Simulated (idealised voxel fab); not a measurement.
Herein follows the process module entitled voxel self aligned vias.
FYI the section here is cut, 275 nm wide, cells are 5 nm squares.
A cross-section is written here as square cells arranged in a grid, and it is given in bands from the top down, each band taking up one or more rows of cells. For a band, the entry starts with two heights in nm, that of the top and then that of the bottom, and carries on with the band's materials in order from left to right, each alongside its width in nm; the word "full width" beside a single material means it fills the band edge to edge, and "empty" means empty space. Ref level 0: as-received wafer is one material below here. Bottom band extends down with no lower bound ("z 0 and below"). The notation "30..40" denotes a width that varies across the rows of cells in the band, beginning at the first number in the top row, finishing at the second number in the bottom row, and changing by an identical amount from each row to the next. Basically "all unchanged" means that step didn't change any cell in the cross-section. The label "Fully sealed voids" introduces a list of the empty spaces, 8 cells or larger, that have no open way up to the top; each entry in it reads width x height at distance, where the distance is taken from the left edge and all three are stated in nm. It should be noted that, on the line of a given step, the content following the step's settings is a remark produced by the simulator itself with respect to that step. When a step includes a mask, the "overlay nm" setting on its line states how far to the right of its planned place that mask lay, and negative values state how far to the left.

-- Steps planned for the process
step 1: RECEIVE,material Si
step 2: CONFORMAL_DEP,material SiO2,thk nm 15
step 3: CONFORMAL_DEP,material SiCN,thk nm 5
step 4: DIRECTIONAL_DEP,material lowk,thk nm 20
step 5: PATTERN,tone open,mask id LINES,material resist,width nm 25,pitch nm 60,thk nm 15,overlay nm 0
step 6: DIRECTIONAL_ETCH,etch materials lowk,depth nm 20
step 7: STRIP,etch materials resist
step 8: CONFORMAL_DEP,material TiN,thk nm 5
step 9: FILL_DEP,material Ru,thk nm 5
step 10: CMP,height nm 40
step 11: SELECTIVE_ETCH,etch materials W Ru TiN,depth nm 10
step 12: FILL_DEP,material SiN,thk nm 5
step 13: CMP,height nm 40
step 14: DIRECTIONAL_DEP,material lowk,thk nm 15
step 15: PATTERN,tone open,mask id VIAS,material resist,width nm 35,pitch nm 60,thk nm 15,overlay nm 0
step 16: DIRECTIONAL_ETCH,etch materials lowk,depth nm 15
step 17: DIRECTIONAL_ETCH,etch materials SiN,depth nm 10
step 18: STRIP,etch materials resist
step 19: CONFORMAL_DEP,material TiN,thk nm 5
step 20: FILL_DEP,material Cu,thk nm 10
step 21: CMP,height nm 55
step 22: CONFORMAL_DEP,material SiCN,thk nm 5

-- As-received state of the wafer in cross-section, equivalent to post-step 1
* z 0 and below: Si full width
* Fully sealed voids: none

-- Final cross-section, module run with one mistake (start and plan as above)
* z 60 to 55: SiCN full width
* z 55 to 45: 80 of lowk, 5 of TiN, 25 of Cu, 5 of TiN, 25 of lowk, 5 of TiN, 25 of Cu, 5 of TiN, 100 of lowk
* z 45 to 40: 80 of lowk, 20 of TiN, 10 of Cu, 5 of TiN, 25 of lowk, 20 of TiN, 10 of Cu, 5 of TiN, 100 of lowk
* z 40 to 35: 95 of lowk, 5 of TiN, 10 of Cu, 5 of TiN, 5 of SiN, 35 of lowk, 5 of TiN, 10 of Cu, 5 of TiN, 5 of SiN, 95 of lowk
* z 35 to 30: 95 of lowk, 20 of TiN, 5 of SiN, 35 of lowk, 20 of TiN, 5 of SiN, 95 of lowk
* z 30 to 25: 95 of lowk, 5 of TiN, 15 of Ru, 5 of TiN, 35 of lowk, 5 of TiN, 15 of Ru, 5 of TiN, 95 of lowk
* z 25 to 20: 95 of lowk, 25 of TiN, 35 of lowk, 25 of TiN, 95 of lowk
* z 20 to 15: SiCN full width
* z 15 to 0: SiO2 full width
* z 0 and below: Si full width
* Fully sealed voids: none
Deviation noted in wafer processing: step 15 ran as: PATTERN,tone open,mask id VIAS,material resist,width nm 35,pitch nm 60,thk nm 15,overlay nm -10
